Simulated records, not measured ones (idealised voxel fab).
process module | voxel wiring stack
cross-section cut | 220 nm wide | cells 5 nm
A cross-section is a grid of square cells, given in bands from the top down. A band is one or more rows of cells.
Each band's line starts with the height of the band's top and of its bottom, in nm. Then come its materials from left to right, each with its width in nm. One material with "throughout" fills the band from edge to edge. "air" is empty space.
Height 0 is the level under which the wafer as received is all one material. The lowest band goes on downwards, as in "0 down".
A width such as "30 to 40" changes by the same amount from each row of cells to the next, from the band's top row to its bottom row.
"no change" after a step means that no cell of the cross-section changed.
closed voids: empty space of 8 cells or more with no open way to the top, each as width x height at its distance from the left edge, in nm
after a step's settings: what the simulator itself notes on the step
overlay nm, on a step with a mask: how far to the right of its planned place the mask lay; to the left if negative
plan
1 op RECEIVE | material Si
2 op CONFORMAL_DEP | material SiO2 | thk nm 10
3 op DIRECTIONAL_DEP | material TiN | thk nm 5
4 op DIRECTIONAL_DEP | material Ru | thk nm 15
5 op MASKED_ETCH | tone cover | mask id METAL_1 | width nm 30 | pitch nm 50 | etch materials Ru | depth nm 15 | overlay nm 0
6 op MASKED_ETCH | tone cover | mask id METAL_1 | width nm 30 | pitch nm 50 | etch materials TiN | depth nm 5 | overlay nm 0
7 op FILL_DEP | material lowk | thk nm 5
8 op CMP | height nm 30
9 op CONFORMAL_DEP | material SiCN | thk nm 5
10 op DIRECTIONAL_DEP | material lowk | thk nm 10
11 op MASKED_ETCH | tone open | mask id PLUG_1 | width nm 15 | pitch nm 50 | etch materials lowk | depth nm 10 | overlay nm 0
12 op MASKED_ETCH | tone open | mask id PLUG_1 | width nm 15 | pitch nm 50 | etch materials SiCN | depth nm 5 | overlay nm 0
13 op EPI | material Ru | thk nm 10
14 op EPI | material Ru | thk nm 5
15 op DIRECTIONAL_DEP | material TiN | thk nm 5
16 op DIRECTIONAL_DEP | material Ru | thk nm 20
17 op DIRECTIONAL_DEP | material aC | thk nm 10
18 op PATTERN | tone cover | mask id METAL_2 | material resist | width nm 30 | pitch nm 50 | thk nm 30 | overlay nm 0
19 op DIRECTIONAL_ETCH | etch materials aC | depth nm 10
20 op STRIP | etch materials resist
21 op DIRECTIONAL_ETCH | etch materials Ru | depth nm 20
22 op DIRECTIONAL_ETCH | etch materials TiN | depth nm 5
23 op STRIP | etch materials aC
24 op CONFORMAL_DEP | material SiN | thk nm 5
25 op FILL_DEP | material SiO2 | thk nm 5
26 op CMP | height nm 70
27 op CONFORMAL_DEP | material SiCN | thk nm 5
28 op DIRECTIONAL_DEP | material lowk | thk nm 20
29 op PATTERN | tone open | mask id PLUG_2 | material resist | width nm 15 | pitch nm 50 | thk nm 20 | overlay nm 0
30 op DIRECTIONAL_ETCH | etch materials lowk | depth nm 20
31 op DIRECTIONAL_ETCH | etch materials SiCN | depth nm 5
32 op STRIP | etch materials resist
33 op EPI | material Ru | thk nm 10
34 op EPI | material Ru | thk nm 10
35 op EPI | material Ru | thk nm 5
36 op CONFORMAL_DEP | material SiCN | thk nm 5
37 op DIRECTIONAL_DEP | material lowk | thk nm 25
38 op MASKED_ETCH | tone open | mask id METAL_3 | width nm 30 | pitch nm 50 | etch materials lowk | depth nm 25 | overlay nm 0
39 op MASKED_ETCH | tone open | mask id METAL_3 | width nm 30 | pitch nm 50 | etch materials SiCN | depth nm 5 | overlay nm 0
40 op CONFORMAL_DEP | material TiN | thk nm 5
41 op FILL_DEP | material W | thk nm 5
42 op CMP | height nm 125
43 op EPI | material Ru | thk nm 5
44 op FILL_DEP | material SiCN | thk nm 5
as received, after step 1
  0 down: Si throughout
  closed voids: none
first wafer at the end, as planned
  135 to 130: SiCN throughout
  130 to 125: SiCN 40 | Ru 40 | SiCN 10 | Ru 40 | SiCN 10 | Ru 40 | SiCN 40
  125 to 100: lowk 45 | TiN 5 | W 20 | TiN 5 | lowk 20 | TiN 5 | W 20 | TiN 5 | lowk 20 | TiN 5 | W 20 | TiN 5 | lowk 45
  100 to 95: SiCN 45 | TiN 30 | SiCN 20 | TiN 30 | SiCN 20 | TiN 30 | SiCN 45
  95 to 75: lowk 45 | Ru 15 | lowk 35 | Ru 15 | lowk 35 | Ru 15 | lowk 60
  75 to 70: SiCN 45 | Ru 15 | SiCN 35 | Ru 15 | SiCN 35 | Ru 15 | SiCN 60
  70 to 50: SiO2 40 | SiN 5 | Ru 30 | SiN 5 | SiO2 10 | SiN 5 | Ru 30 | SiN 5 | SiO2 10 | SiN 5 | Ru 30 | SiN 5 | SiO2 40
  50 to 45: SiN 45 | TiN 30 | SiN 20 | TiN 30 | SiN 20 | TiN 30 | SiN 45
  45 to 35: lowk 45 | Ru 15 | lowk 35 | Ru 15 | lowk 35 | Ru 15 | lowk 60
  35 to 30: SiCN 45 | Ru 15 | SiCN 35 | Ru 15 | SiCN 35 | Ru 15 | SiCN 60
  30 to 15: lowk 45 | Ru 30 | lowk 20 | Ru 30 | lowk 20 | Ru 30 | lowk 45
  15 to 10: lowk 45 | TiN 30 | lowk 20 | TiN 30 | lowk 20 | TiN 30 | lowk 45
  10 to 0: SiO2 throughout
  0 down: Si throughout
  closed voids: none
second wafer at the end: like start, like plan, one mistake
  135 to 130: SiCN throughout
  130 to 125: Ru throughout
  125 to 120: TiN 35 | lowk 10 | TiN 5 | W 20 | TiN 15 | lowk 10 | TiN 5 | W 20 | TiN 15 | lowk 10 | TiN 5 | W 20 | TiN 50
  120 to 100: lowk 45 | TiN 5 | W 20 | TiN 5 | lowk 20 | TiN 5 | W 20 | TiN 5 | lowk 20 | TiN 5 | W 20 | TiN 5 | lowk 45
  100 to 95: lowk 35 | SiCN 10 | TiN 30 | lowk 10 | SiCN 10 | TiN 30 | lowk 10 | SiCN 10 | TiN 30 | lowk 45
  95 to 90: SiCN 40 | Ru 25 | SiCN 5 | TiN 5 | SiCN 15 | Ru 25 | SiCN 5 | TiN 5 | SiCN 15 | Ru 25 | SiCN 5 | TiN 5 | SiCN 45
  90 to 75: lowk 45 | Ru 15 | lowk 35 | Ru 15 | lowk 35 | Ru 15 | lowk 60
  75 to 70: SiCN 45 | Ru 15 | SiCN 35 | Ru 15 | SiCN 35 | Ru 15 | SiCN 60
  70 to 50: SiO2 40 | SiN 5 | Ru 30 | SiN 5 | SiO2 10 | SiN 5 | Ru 30 | SiN 5 | SiO2 10 | SiN 5 | Ru 30 | SiN 5 | SiO2 40
  50 to 45: SiN 45 | TiN 30 | SiN 20 | TiN 30 | SiN 20 | TiN 30 | SiN 45
  45 to 35: lowk 45 | Ru 15 | lowk 35 | Ru 15 | lowk 35 | Ru 15 | lowk 60
  35 to 30: SiCN 45 | Ru 15 | SiCN 35 | Ru 15 | SiCN 35 | Ru 15 | SiCN 60
  30 to 15: lowk 45 | Ru 30 | lowk 20 | Ru 30 | lowk 20 | Ru 30 | lowk 45
  15 to 10: lowk 45 | TiN 30 | lowk 20 | TiN 30 | lowk 20 | TiN 30 | lowk 45
  10 to 0: SiO2 throughout
  0 down: Si throughout
  closed voids: none
what went wrong: step 28 ran as: op DIRECTIONAL_DEP | material lowk | thk nm 15
at the end the second wafer has, in cells: 26 more of Ru | 14 fewer of SiCN | 23 more of TiN | 35 fewer of lowk
